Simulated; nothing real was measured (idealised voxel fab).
process module | voxel quadruple lines
cross-section cut | 145 nm wide | cells 5 nm
A cross-section is a grid of square cells, given in bands from the top down. A band is one or more rows of cells.
Each band's line starts with the height of the band's top and of its bottom, in nm. Then come its materials from left to right, each with its width in nm. One material with "throughout" fills the band from edge to edge. "air" is empty space.
Height 0 is the level under which the wafer as received is all one material. The lowest band goes on downwards, as in "0 down".
A width such as "30 to 40" changes by the same amount from each row of cells to the next, from the band's top row to its bottom row.
"no change" after a step means that no cell of the cross-section changed.
closed voids: empty space of 8 cells or more with no open way to the top, each as width x height at its distance from the left edge, in nm
after a step's settings: what the simulator itself notes on the step
overlay nm, on a step with a mask: how far to the right of its planned place the mask lay; to the left if negative
plan
1 op RECEIVE | material Si
2 op CONFORMAL_DEP | material SiO2 | thk nm 10
3 op DIRECTIONAL_DEP | material W | thk nm 10
4 op DIRECTIONAL_DEP | material polySi | thk nm 20
5 op DIRECTIONAL_DEP | material aC | thk nm 20
6 op PATTERN | tone cover | mask id MANDREL | material resist | width nm 20 | thk nm 25 | overlay nm 0
7 op DIRECTIONAL_ETCH | etch materials aC | depth nm 20
8 op STRIP | etch materials resist
9 op CONFORMAL_DEP | material SiO2 | thk nm 10
10 op DIRECTIONAL_ETCH | etch materials SiO2 | depth nm 10
11 op STRIP | etch materials aC
12 op DIRECTIONAL_ETCH | etch materials polySi | depth nm 20
13 op STRIP | etch materials SiO2
14 op CONFORMAL_DEP | material SiCN | thk nm 5
15 op DIRECTIONAL_ETCH | etch materials SiCN | depth nm 5
16 op STRIP | etch materials polySi
17 op DIRECTIONAL_ETCH | etch materials W | depth nm 10
18 op STRIP | etch materials SiCN
as received, after step 1
  0 down: Si throughout
  closed voids: none
a wafer at the end: this start, this plan, one mistake
  15 to 10: air 45 | W 5 | air 10 | W 5 | air 10 | W 5 | air 10 | W 5 | air 50
  10 to 0: SiO2 throughout
  0 down: Si throughout
  closed voids: none
what went wrong: step 3 ran as: op DIRECTIONAL_DEP | material W | thk nm 5
